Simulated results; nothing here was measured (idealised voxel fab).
The name of this process module is voxel ribs on slabs.
We display cut, a cross-section 170 nm in width whose square cells are each 5 nm.
Cross-sections here: square-cell grids, written as top-down lists of bands, a band being one or more rows of cells. First you get the band's top height and its bottom height, in nm, and then the materials it's made of, left to right, with each width in nm. If you see a single material with "all across", that one covers the band edge to edge. "empty" is empty space. Zero point of the height axis is 0; under it, received wafer = one material. Lowest band: continues down indefinitely, "top 0, no bottom". Width: "30..40" (first number = top row, second number = bottom row, same change from row to row of cells). "identical to before", as given for a step, is the statement that not any cell of the cross-section underwent a change during that step. The entry "Encapsulated voids" lists the empty spaces that cover at least 8 cells and have no open path to the top. Each is written as width x height at distance, where the distance is measured from the left edge and all three values are in nm. If you see something after the settings on a step's line, that's the simulator's own remark about that step. overlay nm, on a step with a mask: how far to the right of its planned place the mask lay; to the left if negative. Each pair of cross-sections that follows straddles one process step: the one shows the state before the step, the other the state after it, down to the lowest band that changed and no further. The step in question, and its settings, are given under the pair. Note that a pair is not necessarily a continuation of the pair above it, since pairs can come from different runs of this module on the same starting wafer; it is a continuation only where its entry headed "State before step" says so.
# State before step
  top 0, no bottom  Si all across
  Encapsulated voids: none
# Post-Step Cross-Section
  top 30, bottom 0  SiO2 all across
  Rest of section, below 0: as before.
  Encapsulated voids: none
Can you name the step between the two cross-sections above? It is DIRECTIONAL_DEP | material SiO2 | thk nm 30
State before step: the cross-section after the pair above
# Post-Step Cross-Section
  top 55, bottom 30  polySi all across
  Rest of section, below 30: as before.
  Encapsulated voids: none
Can you name the step between the two cross-sections above? It is DIRECTIONAL_DEP | material polySi | thk nm 25
State before step: the cross-section after the pair above
# Post-Step Cross-Section
  top 55, bottom 40  70 of empty, then 30 of polySi, then 70 of empty
  Rest of section, below 40: as before.
  Encapsulated voids: none
Can you name the step between the two cross-sections above? It is MASKED_ETCH | tone cover | mask id RIB | width nm 30 | etch materials polySi | depth nm 15 | overlay nm 0
State before step: the cross-section after the pair above
# Post-Step Cross-Section
  top 65, bottom 55  70 of empty, then 30 of aC, then 70 of empty
  top 55, bottom 50  70 of empty, then 30 of polySi, then 70 of empty
  top 50, bottom 40  70 of aC, then 30 of polySi, then 70 of aC
  Rest of section, below 40: as before.
  Encapsulated voids: none
Can you name the step between the two cross-sections above? It is DIRECTIONAL_DEP | material aC | thk nm 10
State before step: the cross-section after the pair above
# Post-Step Cross-Section
  top 90, bottom 65  45 of empty, then 80 of resist, then 45 of empty
  top 65, bottom 55  45 of empty, then 25 of resist, then 30 of aC, then 25 of resist, then 45 of empty
  top 55, bottom 50  45 of empty, then 25 of resist, then 30 of polySi, then 25 of resist, then 45 of empty
  Rest of section, below 50: as before.
  Encapsulated voids: none
Can you name the step between the two cross-sections above? It is PATTERN | tone cover | mask id SLAB | material resist | width nm 80 | thk nm 25 | overlay nm 0
State before step: the cross-section after the pair above
# Post-Step Cross-Section
  top 80, bottom 65  45 of empty, then 80 of resist, then 45 of empty
  top 65, bottom 55  45 of empty, then 25 of resist, then 30 of aC, then 25 of resist, then 45 of empty
  top 55, bottom 50  45 of empty, then 25 of resist, then 30 of polySi, then 25 of resist, then 45 of empty
  top 50, bottom 40  45 of empty, then 25 of aC, then 30 of polySi, then 25 of aC, then 45 of empty
  Rest of section, below 40: as before.
  Encapsulated voids: none
Can you name the step between the two cross-sections above? It is DIRECTIONAL_ETCH | etch materials aC | depth nm 10
State before step: the cross-section after the pair above
# Post-Step Cross-Section
  top 65, bottom 55  70 of empty, then 30 of aC, then 70 of empty
  top 55, bottom 50  70 of empty, then 30 of polySi, then 70 of empty
  Rest of section, below 50: as before.
  Encapsulated voids: none
Can you name the step between the two cross-sections above? It is STRIP | etch materials resist
State before step: the cross-section after the pair above
# Post-Step Cross-Section
  top 65, bottom 55  70 of empty, then 30 of aC, then 70 of empty
  top 55, bottom 50  70 of empty, then 30 of polySi, then 70 of empty
  top 50, bottom 40  45 of empty, then 25 of aC, then 30 of polySi, then 25 of aC, then 45 of empty
  top 40, bottom 30  45 of empty, then 80 of polySi, then 45 of empty
  Rest of section, below 30: as before.
  Encapsulated voids: none
Can you name the step between the two cross-sections above? It is DIRECTIONAL_ETCH | etch materials polySi | depth nm 10
State before step: the cross-section after the pair above
# Post-Step Cross-Section
  top 55, bottom 40  70 of empty, then 30 of polySi, then 70 of empty
  Rest of section, below 40: as before.
  Encapsulated voids: none
Can you name the step between the two cross-sections above? It is STRIP | etch materials aC
State before step: the cross-section after the pair above
# Post-Step Cross-Section
  top 70, bottom 55  SiO2 all across
  top 55, bottom 40  70 of SiO2, then 30 of polySi, then 70 of SiO2
  top 40, bottom 30  45 of SiO2, then 80 of polySi, then 45 of SiO2
  Rest of section, below 30: as before.
  Encapsulated voids: none
Can you name the step between the two cross-sections above? It is FILL_DEP | material SiO2 | thk nm 15
State before step: the cross-section after the pair above
# Post-Step Cross-Section
  top 65, bottom 55  SiO2 all across
  Rest of section, below 55: as before.
  Encapsulated voids: none
Can you name the step between the two cross-sections above? It is CMP | height nm 65
State before step: the cross-section after the pair above
# Post-Step Cross-Section
  top 75, bottom 65  TiN all across
  Rest of section, below 65: as before.
  Encapsulated voids: none
Can you name the step between the two cross-sections above? It is DIRECTIONAL_DEP | material TiN | thk nm 10
State before step: the cross-section after the pair above
# Post-Step Cross-Section
  top 90, bottom 75  65 of empty, then 40 of resist, then 65 of empty
  Rest of section, below 75: as before.
  Encapsulated voids: none
Can you name the step between the two cross-sections above? It is PATTERN | tone cover | mask id HEATER | material resist | width nm 40 | thk nm 15 | overlay nm 0
State before step: the cross-section after the pair above
# Post-Step Cross-Section
  top 90, bottom 75  65 of empty, then 40 of resist, then 65 of empty
  top 75, bottom 65  65 of empty, then 40 of TiN, then 65 of empty
  Rest of section, below 65: as before.
  Encapsulated voids: none
Can you name the step between the two cross-sections above? It is DIRECTIONAL_ETCH | etch materials TiN | depth nm 10
State before step: the cross-section after the pair above
# Post-Step Cross-Section
  top 75, bottom 65  65 of empty, then 40 of TiN, then 65 of empty
  Rest of section, below 65: as before.
  Encapsulated voids: none
Can you name the step between the two cross-sections above? It is STRIP | etch materials resist
State before step: the cross-section after the pair above
# Post-Step Cross-Section
  top 85, bottom 75  55 of empty, then 60 of SiO2, then 55 of empty
  top 75, bottom 65  65 of SiO2, then 40 of TiN, then 65 of SiO2
  Rest of section, below 65: as before.
  Encapsulated voids: none
Can you name the step between the two cross-sections above? It is CONFORMAL_DEP | material SiO2 | thk nm 10
# State before step
  top 55, bottom 30  polySi all across
  top 30, bottom 0  SiO2 all across
  top 0, no bottom  Si all across
  Encapsulated voids: none
# Post-Step Cross-Section
  top 80, bottom 30  polySi all across
  Rest of section, below 30: as before.
  Encapsulated voids: none
Can you name the step between the two cross-sections above? It is DIRECTIONAL_DEP | material polySi | thk nm 25
State before step: the cross-section after the pair above
# Post-Step Cross-Section
  top 80, bottom 65  70 of empty, then 30 of polySi, then 70 of empty
  Rest of section, below 65: as before.
  Encapsulated voids: none
Can you name the step between the two cross-sections above? It is MASKED_ETCH | tone cover | mask id RIB | width nm 30 | etch materials polySi | depth nm 15 | overlay nm 0
State before step: the cross-section after the pair above
# Post-Step Cross-Section
  top 90, bottom 80  70 of empty, then 30 of aC, then 70 of empty
  top 80, bottom 75  70 of empty, then 30 of polySi, then 70 of empty
  top 75, bottom 65  70 of aC, then 30 of polySi, then 70 of aC
  Rest of section, below 65: as before.
  Encapsulated voids: none
Can you name the step between the two cross-sections above? It is DIRECTIONAL_DEP | material aC | thk nm 10
State before step: the cross-section after the pair above
# Post-Step Cross-Section
  top 115, bottom 90  45 of empty, then 80 of resist, then 45 of empty
  top 90, bottom 80  45 of empty, then 25 of resist, then 30 of aC, then 25 of resist, then 45 of empty
  top 80, bottom 75  45 of empty, then 25 of resist, then 30 of polySi, then 25 of resist, then 45 of empty
  Rest of section, below 75: as before.
  Encapsulated voids: none
Can you name the step between the two cross-sections above? It is PATTERN | tone cover | mask id SLAB | material resist | width nm 80 | thk nm 25 | overlay nm 0
State before step: the cross-section after the pair above
# Post-Step Cross-Section
  top 105, bottom 90  45 of empty, then 80 of resist, then 45 of empty
  top 90, bottom 80  45 of empty, then 25 of resist, then 30 of aC, then 25 of resist, then 45 of empty
  top 80, bottom 75  45 of empty, then 25 of resist, then 30 of polySi, then 25 of resist, then 45 of empty
  top 75, bottom 65  45 of empty, then 25 of aC, then 30 of polySi, then 25 of aC, then 45 of empty
  Rest of section, below 65: as before.
  Encapsulated voids: none
Can you name the step between the two cross-sections above? It is DIRECTIONAL_ETCH | etch materials aC | depth nm 10
State before step: the cross-section after the pair above
# Post-Step Cross-Section
  top 90, bottom 80  70 of empty, then 30 of aC, then 70 of empty
  top 80, bottom 75  70 of empty, then 30 of polySi, then 70 of empty
  Rest of section, below 75: as before.
  Encapsulated voids: none
Can you name the step between the two cross-sections above? It is STRIP | etch materials resist
State before step: the cross-section after the pair above
# Post-Step Cross-Section
  top 90, bottom 80  70 of empty, then 30 of aC, then 70 of empty
  top 80, bottom 75  70 of empty, then 30 of polySi, then 70 of empty
  top 75, bottom 65  45 of empty, then 25 of aC, then 30 of polySi, then 25 of aC, then 45 of empty
  top 65, bottom 55  45 of empty, then 80 of polySi, then 45 of empty
  Rest of section, below 55: as before.
  Encapsulated voids: none
Can you name the step between the two cross-sections above? It is DIRECTIONAL_ETCH | etch materials polySi | depth nm 10
State before step: the cross-section after the pair above
# Post-Step Cross-Section
  top 80, bottom 65  70 of empty, then 30 of polySi, then 70 of empty
  Rest of section, below 65: as before.
  Encapsulated voids: none
Can you name the step between the two cross-sections above? It is STRIP | etch materials aC
State before step: the cross-section after the pair above
# Post-Step Cross-Section
  top 95, bottom 80  SiO2 all across
  top 80, bottom 65  70 of SiO2, then 30 of polySi, then 70 of SiO2
  top 65, bottom 55  45 of SiO2, then 80 of polySi, then 45 of SiO2
  Rest of section, below 55: as before.
  Encapsulated voids: none
Can you name the step between the two cross-sections above? It is FILL_DEP | material SiO2 | thk nm 15
State before step: the cross-section after the pair above
# Post-Step Cross-Section
  top 65, bottom 55  45 of SiO2, then 80 of polySi, then 45 of SiO2
  Rest of section, below 55: as before.
  Encapsulated voids: none
Can you name the step between the two cross-sections above? It is CMP | height nm 65
State before step: the cross-section after the pair above
# Post-Step Cross-Section
  top 75, bottom 65  TiN all across
  Rest of section, below 65: as before.
  Encapsulated voids: none
Can you name the step between the two cross-sections above? It is DIRECTIONAL_DEP | material TiN | thk nm 10
State before step: the cross-section after the pair above
# Post-Step Cross-Section
  top 90, bottom 75  65 of empty, then 40 of resist, then 65 of empty
  Rest of section, below 75: as before.
  Encapsulated voids: none
Can you name the step between the two cross-sections above? It is PATTERN | tone cover | mask id HEATER | material resist | width nm 40 | thk nm 15 | overlay nm 0
State before step: the cross-section after the pair above
# Post-Step Cross-Section
  top 90, bottom 75  65 of empty, then 40 of resist, then 65 of empty
  top 75, bottom 65  65 of empty, then 40 of TiN, then 65 of empty
  Rest of section, below 65: as before.
  Encapsulated voids: none
Can you name the step between the two cross-sections above? It is DIRECTIONAL_ETCH | etch materials TiN | depth nm 10
State before step: the cross-section after the pair above
# Post-Step Cross-Section
  top 75, bottom 65  65 of empty, then 40 of TiN, then 65 of empty
  Rest of section, below 65: as before.
  Encapsulated voids: none
Can you name the step between the two cross-sections above? It is STRIP | etch materials resist
State before step: the cross-section after the pair above
# Post-Step Cross-Section
  top 85, bottom 75  55 of empty, then 60 of SiO2, then 55 of empty
  top 75, bottom 65  65 of SiO2, then 40 of TiN, then 65 of SiO2
  Rest of section, below 65: as before.
  Encapsulated voids: none
Can you name the step between the two cross-sections above? It is CONFORMAL_DEP | material SiO2 | thk nm 10
# State before step
  top 0, no bottom  Si all across
  Encapsulated voids: none
# Post-Step Cross-Section
  top 25, bottom 0  polySi all across
  Rest of section, below 0: as before.
  Encapsulated voids: none
Can you name the step between the two cross-sections above? It is DIRECTIONAL_DEP | material polySi | thk nm 25
State before step: the cross-section after the pair above
# Post-Step Cross-Section
  top 55, bottom 25  SiO2 all across
  Rest of section, below 25: as before.
  Encapsulated voids: none
Can you name the step between the two cross-sections above? It is DIRECTIONAL_DEP | material SiO2 | thk nm 30
State before step: the cross-section after the pair above
# Post-Step Cross-Section
  top 65, bottom 55  aC all across
  Rest of section, below 55: as before.
  Encapsulated voids: none
Can you name the step between the two cross-sections above? It is DIRECTIONAL_DEP | material aC | thk nm 10
State before step: the cross-section after the pair above
# Post-Step Cross-Section
  top 90, bottom 65  45 of empty, then 80 of resist, then 45 of empty
  Rest of section, below 65: as before.
  Encapsulated voids: none
Can you name the step between the two cross-sections above? It is PATTERN | tone cover | mask id SLAB | material resist | width nm 80 | thk nm 25 | overlay nm 0
State before step: the cross-section after the pair above
# Post-Step Cross-Section
  top 80, bottom 65  45 of empty, then 80 of resist, then 45 of empty
  top 65, bottom 55  45 of empty, then 80 of aC, then 45 of empty
  Rest of section, below 55: as before.
  Encapsulated voids: none
Can you name the step between the two cross-sections above? It is DIRECTIONAL_ETCH | etch materials aC | depth nm 10
State before step: the cross-section after the pair above
# Post-Step Cross-Section
  top 65, bottom 55  45 of empty, then 80 of aC, then 45 of empty
  Rest of section, below 55: as before.
  Encapsulated voids: none
Can you name the step between the two cross-sections above? It is STRIP | etch materials resist
State before step: the cross-section after the pair above
# Post-Step Cross-Section
  top 55, bottom 25  SiO2 all across
  Rest of section, below 25: as before.
  Encapsulated voids: none
Can you name the step between the two cross-sections above? It is STRIP | etch materials aC
State before step: the cross-section after the pair above
# Post-Step Cross-Section
  top 70, bottom 25  SiO2 all across
  Rest of section, below 25: as before.
  Encapsulated voids: none
Can you name the step between the two cross-sections above? It is FILL_DEP | material SiO2 | thk nm 15
State before step: the cross-section after the pair above
# Post-Step Cross-Section
  top 65, bottom 25  SiO2 all across
  Rest of section, below 25: as before.
  Encapsulated voids: none
Can you name the step between the two cross-sections above? It is CMP | height nm 65
State before step: the cross-section after the pair above
# Post-Step Cross-Section
  top 75, bottom 65  TiN all across
  Rest of section, below 65: as before.
  Encapsulated voids: none
Can you name the step between the two cross-sections above? It is DIRECTIONAL_DEP | material TiN | thk nm 10
State before step: the cross-section after the pair above
# Post-Step Cross-Section
  top 90, bottom 75  65 of empty, then 40 of resist, then 65 of empty
  Rest of section, below 75: as before.
  Encapsulated voids: none
Can you name the step between the two cross-sections above? It is PATTERN | tone cover | mask id HEATER | material resist | width nm 40 | thk nm 15 | overlay nm 0
State before step: the cross-section after the pair above
# Post-Step Cross-Section
  top 90, bottom 75  65 of empty, then 40 of resist, then 65 of empty
  top 75, bottom 65  65 of empty, then 40 of TiN, then 65 of empty
  Rest of section, below 65: as before.
  Encapsulated voids: none
Can you name the step between the two cross-sections above? It is DIRECTIONAL_ETCH | etch materials TiN | depth nm 10
State before step: the cross-section after the pair above
# Post-Step Cross-Section
  top 75, bottom 65  65 of empty, then 40 of TiN, then 65 of empty
  Rest of section, below 65: as before.
  Encapsulated voids: none
Can you name the step between the two cross-sections above? It is STRIP | etch materials resist
State before step: the cross-section after the pair above
# Post-Step Cross-Section
  top 85, bottom 75  55 of empty, then 60 of SiO2, then 55 of empty
  top 75, bottom 65  65 of SiO2, then 40 of TiN, then 65 of SiO2
  Rest of section, below 65: as before.
  Encapsulated voids: none
Can you name the step between the two cross-sections above? It is CONFORMAL_DEP | material SiO2 | thk nm 10
# State before step
  top 75, bottom 65  65 of empty, then 40 of TiN, then 65 of empty
  top 65, bottom 55  SiO2 all across
  top 55, bottom 40  70 of SiO2, then 30 of polySi, then 70 of SiO2
  top 40, bottom 30  45 of SiO2, then 80 of polySi, then 45 of SiO2
  top 30, bottom 0  SiO2 all across
  top 0, no bottom  Si all across
  Encapsulated voids: none
# Post-Step Cross-Section
  top 90, bottom 80  50 of empty, then 70 of SiO2, then 50 of empty
  top 80, bottom 75  SiO2 all across
  top 75, bottom 65  65 of SiO2, then 40 of TiN, then 65 of SiO2
  Rest of section, below 65: as before.
  Encapsulated voids: none
Can you name the step between the two cross-sections above? It is CONFORMAL_DEP | material SiO2 | thk nm 15
# State before step
  top 55, bottom 30  polySi all across
  top 30, bottom 0  SiO2 all across
  top 0, no bottom  Si all across
  Encapsulated voids: none
# Post-Step Cross-Section
  top 55, bottom 40  70 of empty, then 35 of polySi, then 65 of empty
  Rest of section, below 40: as before.
  Encapsulated voids: none
Can you name the step between the two cross-sections above? It is MASKED_ETCH | tone cover | mask id RIB | width nm 35 | etch materials polySi | depth nm 15 | overlay nm 0
State before step: the cross-section after the pair above
# Post-Step Cross-Section
  top 65, bottom 55  70 of empty, then 35 of aC, then 65 of empty
  top 55, bottom 50  70 of empty, then 35 of polySi, then 65 of empty
  top 50, bottom 40  70 of aC, then 35 of polySi, then 65 of aC
  Rest of section, below 40: as before.
  Encapsulated voids: none
Can you name the step between the two cross-sections above? It is DIRECTIONAL_DEP | material aC | thk nm 10
State before step: the cross-section after the pair above
# Post-Step Cross-Section
  top 90, bottom 65  45 of empty, then 80 of resist, then 45 of empty
  top 65, bottom 55  45 of empty, then 25 of resist, then 35 of aC, then 20 of resist, then 45 of empty
  top 55, bottom 50  45 of empty, then 25 of resist, then 35 of polySi, then 20 of resist, then 45 of empty
  Rest of section, below 50: as before.
  Encapsulated voids: none
Can you name the step between the two cross-sections above? It is PATTERN | tone cover | mask id SLAB | material resist | width nm 80 | thk nm 25 | overlay nm 0
State before step: the cross-section after the pair above
# Post-Step Cross-Section
  top 80, bottom 65  45 of empty, then 80 of resist, then 45 of empty
  top 65, bottom 55  45 of empty, then 25 of resist, then 35 of aC, then 20 of resist, then 45 of empty
  top 55, bottom 50  45 of empty, then 25 of resist, then 35 of polySi, then 20 of resist, then 45 of empty
  top 50, bottom 40  45 of empty, then 25 of aC, then 35 of polySi, then 20 of aC, then 45 of empty
  Rest of section, below 40: as before.
  Encapsulated voids: none
Can you name the step between the two cross-sections above? It is DIRECTIONAL_ETCH | etch materials aC | depth nm 10
State before step: the cross-section after the pair above
# Post-Step Cross-Section
  top 65, bottom 55  70 of empty, then 35 of aC, then 65 of empty
  top 55, bottom 50  70 of empty, then 35 of polySi, then 65 of empty
  Rest of section, below 50: as before.
  Encapsulated voids: none
Can you name the step between the two cross-sections above? It is STRIP | etch materials resist
State before step: the cross-section after the pair above
# Post-Step Cross-Section
  top 65, bottom 55  70 of empty, then 35 of aC, then 65 of empty
  top 55, bottom 50  70 of empty, then 35 of polySi, then 65 of empty
  top 50, bottom 40  45 of empty, then 25 of aC, then 35 of polySi, then 20 of aC, then 45 of empty
  top 40, bottom 30  45 of empty, then 80 of polySi, then 45 of empty
  Rest of section, below 30: as before.
  Encapsulated voids: none
Can you name the step between the two cross-sections above? It is DIRECTIONAL_ETCH | etch materials polySi | depth nm 10
State before step: the cross-section after the pair above
# Post-Step Cross-Section
  top 55, bottom 40  70 of empty, then 35 of polySi, then 65 of empty
  Rest of section, below 40: as before.
  Encapsulated voids: none
Can you name the step between the two cross-sections above? It is STRIP | etch materials aC
State before step: the cross-section after the pair above
# Post-Step Cross-Section
  top 70, bottom 55  SiO2 all across
  top 55, bottom 40  70 of SiO2, then 35 of polySi, then 65 of SiO2
  top 40, bottom 30  45 of SiO2, then 80 of polySi, then 45 of SiO2
  Rest of section, below 30: as before.
  Encapsulated voids: none
Can you name the step between the two cross-sections above? It is FILL_DEP | material SiO2 | thk nm 15
State before step: the cross-section after the pair above
# Post-Step Cross-Section
  top 65, bottom 55  SiO2 all across
  Rest of section, below 55: as before.
  Encapsulated voids: none
Can you name the step between the two cross-sections above? It is CMP | height nm 65
State before step: the cross-section after the pair above
# Post-Step Cross-Section
  top 75, bottom 65  TiN all across
  Rest of section, below 65: as before.
  Encapsulated voids: none
Can you name the step between the two cross-sections above? It is DIRECTIONAL_DEP | material TiN | thk nm 10
State before step: the cross-section after the pair above
# Post-Step Cross-Section
  top 90, bottom 75  65 of empty, then 40 of resist, then 65 of empty
  Rest of section, below 75: as before.
  Encapsulated voids: none
Can you name the step between the two cross-sections above? It is PATTERN | tone cover | mask id HEATER | material resist | width nm 40 | thk nm 15 | overlay nm 0
State before step: the cross-section after the pair above
# Post-Step Cross-Section
  top 90, bottom 75  65 of empty, then 40 of resist, then 65 of empty
  top 75, bottom 65  65 of empty, then 40 of TiN, then 65 of empty
  Rest of section, below 65: as before.
  Encapsulated voids: none
Can you name the step between the two cross-sections above? It is DIRECTIONAL_ETCH | etch materials TiN | depth nm 10
State before step: the cross-section after the pair above
# Post-Step Cross-Section
  top 75, bottom 65  65 of empty, then 40 of TiN, then 65 of empty
  Rest of section, below 65: as before.
  Encapsulated voids: none
Can you name the step between the two cross-sections above? It is STRIP | etch materials resist
State before step: the cross-section after the pair above
# Post-Step Cross-Section
  top 85, bottom 75  55 of empty, then 60 of SiO2, then 55 of empty
  top 75, bottom 65  65 of SiO2, then 40 of TiN, then 65 of SiO2
  Rest of section, below 65: as before.
  Encapsulated voids: none
Can you name the step between the two cross-sections above? It is CONFORMAL_DEP | material SiO2 | thk nm 10
# State before step
  top 55, bottom 30  polySi all across
  top 30, bottom 0  SiO2 all across
  top 0, no bottom  Si all across
  Encapsulated voids: none
# Post-Step Cross-Section
  top 55, bottom 40  75 of empty, then 30 of polySi, then 65 of empty
  Rest of section, below 40: as before.
  Encapsulated voids: none
Can you name the step between the two cross-sections above? It is MASKED_ETCH | tone cover | mask id RIB | width nm 30 | etch materials polySi | depth nm 15 | overlay nm 5
State before step: the cross-section after the pair above
# Post-Step Cross-Section
  top 65, bottom 55  75 of empty, then 30 of aC, then 65 of empty
  top 55, bottom 50  75 of empty, then 30 of polySi, then 65 of empty
  top 50, bottom 40  75 of aC, then 30 of polySi, then 65 of aC
  Rest of section, below 40: as before.
  Encapsulated voids: none
Can you name the step between the two cross-sections above? It is DIRECTIONAL_DEP | material aC | thk nm 10
State before step: the cross-section after the pair above
# Post-Step Cross-Section
  top 90, bottom 65  45 of empty, then 80 of resist, then 45 of empty
  top 65, bottom 55  45 of empty, then 30 of resist, then 30 of aC, then 20 of resist, then 45 of empty
  top 55, bottom 50  45 of empty, then 30 of resist, then 30 of polySi, then 20 of resist, then 45 of empty
  Rest of section, below 50: as before.
  Encapsulated voids: none
Can you name the step between the two cross-sections above? It is PATTERN | tone cover | mask id SLAB | material resist | width nm 80 | thk nm 25 | overlay nm 0
State before step: the cross-section after the pair above
# Post-Step Cross-Section
  top 80, bottom 65  45 of empty, then 80 of resist, then 45 of empty
  top 65, bottom 55  45 of empty, then 30 of resist, then 30 of aC, then 20 of resist, then 45 of empty
  top 55, bottom 50  45 of empty, then 30 of resist, then 30 of polySi, then 20 of resist, then 45 of empty
  top 50, bottom 40  45 of empty, then 30 of aC, then 30 of polySi, then 20 of aC, then 45 of empty
  Rest of section, below 40: as before.
  Encapsulated voids: none
Can you name the step between the two cross-sections above? It is DIRECTIONAL_ETCH | etch materials aC | depth nm 10
State before step: the cross-section after the pair above
# Post-Step Cross-Section
  top 65, bottom 55  75 of empty, then 30 of aC, then 65 of empty
  top 55, bottom 50  75 of empty, then 30 of polySi, then 65 of empty
  Rest of section, below 50: as before.
  Encapsulated voids: none
Can you name the step between the two cross-sections above? It is STRIP | etch materials resist
State before step: the cross-section after the pair above
# Post-Step Cross-Section
  top 65, bottom 55  75 of empty, then 30 of aC, then 65 of empty
  top 55, bottom 50  75 of empty, then 30 of polySi, then 65 of empty
  top 50, bottom 40  45 of empty, then 30 of aC, then 30 of polySi, then 20 of aC, then 45 of empty
  top 40, bottom 30  45 of empty, then 80 of polySi, then 45 of empty
  Rest of section, below 30: as before.
  Encapsulated voids: none
Can you name the step between the two cross-sections above? It is DIRECTIONAL_ETCH | etch materials polySi | depth nm 10
State before step: the cross-section after the pair above
# Post-Step Cross-Section
  top 55, bottom 40  75 of empty, then 30 of polySi, then 65 of empty
  Rest of section, below 40: as before.
  Encapsulated voids: none
Can you name the step between the two cross-sections above? It is STRIP | etch materials aC
State before step: the cross-section after the pair above
# Post-Step Cross-Section
  top 70, bottom 55  SiO2 all across
  top 55, bottom 40  75 of SiO2, then 30 of polySi, then 65 of SiO2
  top 40, bottom 30  45 of SiO2, then 80 of polySi, then 45 of SiO2
  Rest of section, below 30: as before.
  Encapsulated voids: none
Can you name the step between the two cross-sections above? It is FILL_DEP | material SiO2 | thk nm 15
State before step: the cross-section after the pair above
# Post-Step Cross-Section
  top 65, bottom 55  SiO2 all across
  Rest of section, below 55: as before.
  Encapsulated voids: none
Can you name the step between the two cross-sections above? It is CMP | height nm 65
State before step: the cross-section after the pair above
# Post-Step Cross-Section
  top 75, bottom 65  TiN all across
  Rest of section, below 65: as before.
  Encapsulated voids: none
Can you name the step between the two cross-sections above? It is DIRECTIONAL_DEP | material TiN | thk nm 10
State before step: the cross-section after the pair above
# Post-Step Cross-Section
  top 90, bottom 75  65 of empty, then 40 of resist, then 65 of empty
  Rest of section, below 75: as before.
  Encapsulated voids: none
Can you name the step between the two cross-sections above? It is PATTERN | tone cover | mask id HEATER | material resist | width nm 40 | thk nm 15 | overlay nm 0
State before step: the cross-section after the pair above
# Post-Step Cross-Section
  top 90, bottom 75  65 of empty, then 40 of resist, then 65 of empty
  top 75, bottom 65  65 of empty, then 40 of TiN, then 65 of empty
  Rest of section, below 65: as before.
  Encapsulated voids: none
Can you name the step between the two cross-sections above? It is DIRECTIONAL_ETCH | etch materials TiN | depth nm 10
State before step: the cross-section after the pair above
# Post-Step Cross-Section
  top 75, bottom 65  65 of empty, then 40 of TiN, then 65 of empty
  Rest of section, below 65: as before.
  Encapsulated voids: none
Can you name the step between the two cross-sections above? It is STRIP | etch materials resist
State before step: the cross-section after the pair above
# Post-Step Cross-Section
  top 85, bottom 75  55 of empty, then 60 of SiO2, then 55 of empty
  top 75, bottom 65  65 of SiO2, then 40 of TiN, then 65 of SiO2
  Rest of section, below 65: as before.
  Encapsulated voids: none
Can you name the step between the two cross-sections above? It is CONFORMAL_DEP | material SiO2 | thk nm 10
# State before step
  top 75, bottom 65  65 of empty, then 40 of TiN, then 65 of empty
  top 65, bottom 55  SiO2 all across
  top 55, bottom 40  70 of SiO2, then 30 of polySi, then 70 of SiO2
  top 40, bottom 30  45 of SiO2, then 80 of polySi, then 45 of SiO2
  top 30, bottom 0  SiO2 all across
  top 0, no bottom  Si all across
  Encapsulated voids: none
# Post-Step Cross-Section
  top 85, bottom 75  55 of empty, then 60 of polySi, then 55 of empty
  top 75, bottom 65  65 of polySi, then 40 of TiN, then 65 of polySi
  Rest of section, below 65: as before.
  Encapsulated voids: none
Can you name the step between the two cross-sections above? It is CONFORMAL_DEP | material polySi | thk nm 10
# State before step
  top 55, bottom 30  polySi all across
  top 30, bottom 0  SiO2 all across
  top 0, no bottom  Si all across
  Encapsulated voids: none
# Post-Step Cross-Section
  top 55, bottom 40  70 of polySi, then 30 of empty, then 70 of polySi
  Rest of section, below 40: as before.
  Encapsulated voids: none
Can you name the step between the two cross-sections above? It is MASKED_ETCH | tone open | mask id RIB | width nm 30 | etch materials polySi | depth nm 15 | overlay nm 0
State before step: the cross-section after the pair above
# Post-Step Cross-Section
  top 65, bottom 55  70 of aC, then 30 of empty, then 70 of aC
  top 55, bottom 50  70 of polySi, then 30 of empty, then 70 of polySi
  top 50, bottom 40  70 of polySi, then 30 of aC, then 70 of polySi
  Rest of section, below 40: as before.
  Encapsulated voids: none
Can you name the step between the two cross-sections above? It is DIRECTIONAL_DEP | material aC | thk nm 10
State before step: the cross-section after the pair above
# Post-Step Cross-Section
  top 90, bottom 65  45 of empty, then 80 of resist, then 45 of empty
  top 65, bottom 55  70 of aC, then 30 of resist, then 70 of aC
  top 55, bottom 50  70 of polySi, then 30 of resist, then 70 of polySi
  Rest of section, below 50: as before.
  Encapsulated voids: none
Can you name the step between the two cross-sections above? It is PATTERN | tone cover | mask id SLAB | material resist | width nm 80 | thk nm 25 | overlay nm 0
State before step: the cross-section after the pair above
# Post-Step Cross-Section
  top 80, bottom 65  45 of empty, then 80 of resist, then 45 of empty
  top 65, bottom 55  45 of empty, then 25 of aC, then 30 of resist, then 25 of aC, then 45 of empty
  Rest of section, below 55: as before.
  Encapsulated voids: none
Can you name the step between the two cross-sections above? It is DIRECTIONAL_ETCH | etch materials aC | depth nm 10
State before step: the cross-section after the pair above
# Post-Step Cross-Section
  top 65, bottom 55  45 of empty, then 25 of aC, then 30 of empty, then 25 of aC, then 45 of empty
  top 55, bottom 50  70 of polySi, then 30 of empty, then 70 of polySi
  Rest of section, below 50: as before.
  Encapsulated voids: none
Can you name the step between the two cross-sections above? It is STRIP | etch materials resist
State before step: the cross-section after the pair above
# Post-Step Cross-Section
  top 65, bottom 55  45 of empty, then 25 of aC, then 30 of empty, then 25 of aC, then 45 of empty
  top 55, bottom 50  45 of empty, then 25 of polySi, then 30 of empty, then 25 of polySi, then 45 of empty
  top 50, bottom 45  45 of empty, then 25 of polySi, then 30 of aC, then 25 of polySi, then 45 of empty
  Rest of section, below 45: as before.
  Encapsulated voids: none
Can you name the step between the two cross-sections above? It is DIRECTIONAL_ETCH | etch materials polySi | depth nm 10
State before step: the cross-section after the pair above
# Post-Step Cross-Section
  top 55, bottom 45  45 of empty, then 25 of polySi, then 30 of empty, then 25 of polySi, then 45 of empty
  top 45, bottom 40  70 of polySi, then 30 of empty, then 70 of polySi
  Rest of section, below 40: as before.
  Encapsulated voids: none
Can you name the step between the two cross-sections above? It is STRIP | etch materials aC
State before step: the cross-section after the pair above
# Post-Step Cross-Section
  top 70, bottom 55  SiO2 all across
  top 55, bottom 45  45 of SiO2, then 25 of polySi, then 30 of SiO2, then 25 of polySi, then 45 of SiO2
  top 45, bottom 40  70 of polySi, then 30 of SiO2, then 70 of polySi
  Rest of section, below 40: as before.
  Encapsulated voids: none
Can you name the step between the two cross-sections above? It is FILL_DEP | material SiO2 | thk nm 15
State before step: the cross-section after the pair above
# Post-Step Cross-Section
  top 65, bottom 55  SiO2 all across
  Rest of section, below 55: as before.
  Encapsulated voids: none
Can you name the step between the two cross-sections above? It is CMP | height nm 65
State before step: the cross-section after the pair above
# Post-Step Cross-Section
  top 75, bottom 65  TiN all across
  Rest of section, below 65: as before.
  Encapsulated voids: none
Can you name the step between the two cross-sections above? It is DIRECTIONAL_DEP | material TiN | thk nm 10
